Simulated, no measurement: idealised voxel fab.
Proc. module: voxel spacer lines
The figure presents cross-section cut, which has a width of 175 nm and is divided into square cells with an edge length of 5 nm.
Each cross-section below is a grid of square cells, stated as bands in top-down order, with one or more rows of cells making up each band. Basically the band line says how high the top is and how high the bottom is, in nm, and then what's in it from left to right, every material with its width in nm. Empty space shows up as "air", and if a single material carries "all across" it runs the full band edge to edge. Measure heights from 0. That's the level where, below it, the as-received wafer is all one material. The lowest band is bottomless and extends downward; write it as in "0 nm and below". The expression "30..40" gives the width at the extremes of the band, the first number at its top row of cells and the second at its bottom row, with the width changing by equal amounts from each row to the next in between. For the purposes of this document, the phrase "same as before" attached to a step denotes that no cell within the cross-section was modified by that step. Enclosed voids (no open way to top), threshold 8 cells or more, entry "Voids, fully enclosed", notation width x height at distance, distance from left edge, nm. Step line, after settings: the simulator's comment on this step. The setting "overlay nm" may be written on the line of a step. When the step uses a mask, the value reports how far to the right of the planned place the mask lay, and a negative value reports that it lay to the left.

Steps planned for the process
1. RECEIVE (material Si)
2. CONFORMAL_DEP (material Al2O3; thk nm 10)
3. DIRECTIONAL_DEP (material W; thk nm 15)
4. DIRECTIONAL_DEP (material polySi; thk nm 30)
5. PATTERN (tone cover; mask id MANDREL; material resist; width nm 15; pitch nm 50; thk nm 35; overlay nm 0)
6. DIRECTIONAL_ETCH (etch materials polySi; depth nm 30)
7. STRIP (etch materials resist)
8. CONFORMAL_DEP (material SiO2; thk nm 10)
9. DIRECTIONAL_ETCH (etch materials SiO2; depth nm 10)
10. STRIP (etch materials polySi)
11. DIRECTIONAL_ETCH (etch materials W; depth nm 15)
12. STRIP (etch materials SiO2)
13. FILL_DEP (material lowk; thk nm 10)
14. CMP (height nm 25)

The first of two wafers, run as planned

as received, after step 1
	0 nm and below | Si all across
	Voids, fully enclosed: none

After step 2, in cross-section
	10 nm to 0 nm | Al2O3 all across
	Nothing below the height 0 has changed.

After step 3, in cross-section
	25 nm to 10 nm | W all across
	Nothing below the height 10 has changed.

After step 4, in cross-section
	55 nm to 25 nm | polySi all across
	Nothing below the height 25 has changed.

After step 5, in cross-section
	90 nm to 55 nm | air 30 nm / resist 15 nm / air 35 nm / resist 15 nm / air 35 nm / resist 15 nm / air 30 nm
	Nothing below the height 55 has changed.

After step 6, in cross-section
	90 nm to 55 nm | air 30 nm / resist 15 nm / air 35 nm / resist 15 nm / air 35 nm / resist 15 nm / air 30 nm
	55 nm to 25 nm | air 30 nm / polySi 15 nm / air 35 nm / polySi 15 nm / air 35 nm / polySi 15 nm / air 30 nm
	Nothing below the height 25 has changed.

After step 7, in cross-section
	55 nm to 25 nm | air 30 nm / polySi 15 nm / air 35 nm / polySi 15 nm / air 35 nm / polySi 15 nm / air 30 nm
	Nothing below the height 25 has changed.

After step 8, in cross-section
	65 nm to 55 nm | air 20 nm / SiO2 35 nm / air 15 nm / SiO2 35 nm / air 15 nm / SiO2 35 nm / air 20 nm
	55 nm to 35 nm | air 20 nm / SiO2 10 nm / polySi 15 nm / SiO2 10 nm / air 15 nm / SiO2 10 nm / polySi 15 nm / SiO2 10 nm / air 15 nm / SiO2 10 nm / polySi 15 nm / SiO2 10 nm / air 20 nm
	35 nm to 25 nm | SiO2 30 nm / polySi 15 nm / SiO2 35 nm / polySi 15 nm / SiO2 35 nm / polySi 15 nm / SiO2 30 nm
	Nothing below the height 25 has changed.

After step 9, in cross-section
	55 nm to 25 nm | air 20 nm / SiO2 10 nm / polySi 15 nm / SiO2 10 nm / air 15 nm / SiO2 10 nm / polySi 15 nm / SiO2 10 nm / air 15 nm / SiO2 10 nm / polySi 15 nm / SiO2 10 nm / air 20 nm
	Nothing below the height 25 has changed.

After step 10, in cross-section
	55 nm to 25 nm | air 20 nm / SiO2 10 nm / air 15 nm / SiO2 10 nm / air 15 nm / SiO2 10 nm / air 15 nm / SiO2 10 nm / air 15 nm / SiO2 10 nm / air 15 nm / SiO2 10 nm / air 20 nm
	Nothing below the height 25 has changed.

After step 11, in cross-section
	55 nm to 25 nm | air 20 nm / SiO2 10 nm / air 15 nm / SiO2 10 nm / air 15 nm / SiO2 10 nm / air 15 nm / SiO2 10 nm / air 15 nm / SiO2 10 nm / air 15 nm / SiO2 10 nm / air 20 nm
	25 nm to 10 nm | air 20 nm / W 10 nm / air 15 nm / W 10 nm / air 15 nm / W 10 nm / air 15 nm / W 10 nm / air 15 nm / W 10 nm / air 15 nm / W 10 nm / air 20 nm
	Nothing below the height 10 has changed.

After step 12, in cross-section
	25 nm to 10 nm | air 20 nm / W 10 nm / air 15 nm / W 10 nm / air 15 nm / W 10 nm / air 15 nm / W 10 nm / air 15 nm / W 10 nm / air 15 nm / W 10 nm / air 20 nm
	Nothing below the height 10 has changed.

After step 13, in cross-section
	35 nm to 25 nm | lowk all across
	25 nm to 10 nm | lowk 20 nm / W 10 nm / lowk 15 nm / W 10 nm / lowk 15 nm / W 10 nm / lowk 15 nm / W 10 nm / lowk 15 nm / W 10 nm / lowk 15 nm / W 10 nm / lowk 20 nm
	Nothing below the height 10 has changed.

After step 14, in cross-section
	25 nm to 10 nm | lowk 20 nm / W 10 nm / lowk 15 nm / W 10 nm / lowk 15 nm / W 10 nm / lowk 15 nm / W 10 nm / lowk 15 nm / W 10 nm / lowk 15 nm / W 10 nm / lowk 20 nm
	Nothing below the height 10 has changed.

The remaining wafer, second of the two, started like the first and was run to the same plan, except that one mistake was made along the way; the two coincide through step 1, inclusive

The second wafer in cross-section, at the planned close of step 2
	15 nm to 0 nm | W all across
	Nothing below the height 0 has changed.

The second wafer in cross-section, at the planned close of step 3
	25 nm to 15 nm | Al2O3 all across
	Nothing below the height 15 has changed.

The second wafer in cross-section, at the planned close of step 4
	55 nm to 25 nm | polySi all across
	Nothing below the height 25 has changed.

The second wafer in cross-section, at the planned close of step 5
	90 nm to 55 nm | air 30 nm / resist 15 nm / air 35 nm / resist 15 nm / air 35 nm / resist 15 nm / air 30 nm
	Nothing below the height 55 has changed.

The second wafer in cross-section, at the planned close of step 6
	90 nm to 55 nm | air 30 nm / resist 15 nm / air 35 nm / resist 15 nm / air 35 nm / resist 15 nm / air 30 nm
	55 nm to 25 nm | air 30 nm / polySi 15 nm / air 35 nm / polySi 15 nm / air 35 nm / polySi 15 nm / air 30 nm
	Nothing below the height 25 has changed.

The second wafer in cross-section, at the planned close of step 7
	55 nm to 25 nm | air 30 nm / polySi 15 nm / air 35 nm / polySi 15 nm / air 35 nm / polySi 15 nm / air 30 nm
	Nothing below the height 25 has changed.

The second wafer in cross-section, at the planned close of step 8
	65 nm to 55 nm | air 20 nm / SiO2 35 nm / air 15 nm / SiO2 35 nm / air 15 nm / SiO2 35 nm / air 20 nm
	55 nm to 35 nm | air 20 nm / SiO2 10 nm / polySi 15 nm / SiO2 10 nm / air 15 nm / SiO2 10 nm / polySi 15 nm / SiO2 10 nm / air 15 nm / SiO2 10 nm / polySi 15 nm / SiO2 10 nm / air 20 nm
	35 nm to 25 nm | SiO2 30 nm / polySi 15 nm / SiO2 35 nm / polySi 15 nm / SiO2 35 nm / polySi 15 nm / SiO2 30 nm
	Nothing below the height 25 has changed.

The second wafer in cross-section, at the planned close of step 9
	55 nm to 25 nm | air 20 nm / SiO2 10 nm / polySi 15 nm / SiO2 10 nm / air 15 nm / SiO2 10 nm / polySi 15 nm / SiO2 10 nm / air 15 nm / SiO2 10 nm / polySi 15 nm / SiO2 10 nm / air 20 nm
	Nothing below the height 25 has changed.

The second wafer in cross-section, at the planned close of step 10
	55 nm to 25 nm | air 20 nm / SiO2 10 nm / air 15 nm / SiO2 10 nm / air 15 nm / SiO2 10 nm / air 15 nm / SiO2 10 nm / air 15 nm / SiO2 10 nm / air 15 nm / SiO2 10 nm / air 20 nm
	Nothing below the height 25 has changed.

The second wafer in cross-section, at the planned close of step 11: same as before

The second wafer in cross-section, at the planned close of step 12
	25 nm to 15 nm | Al2O3 all across
	Nothing below the height 15 has changed.

The second wafer in cross-section, at the planned close of step 13
	35 nm to 25 nm | lowk all across
	Nothing below the height 25 has changed.

The second wafer in cross-section, at the planned close of step 14
	25 nm to 15 nm | Al2O3 all across
	Nothing below the height 15 has changed.
Deviation noted in wafer processing: steps 2 and 3 were swapped
Final wafer comparison in cells, second versus first, more or fewer per material: 69 more of W; 69 fewer of lowk
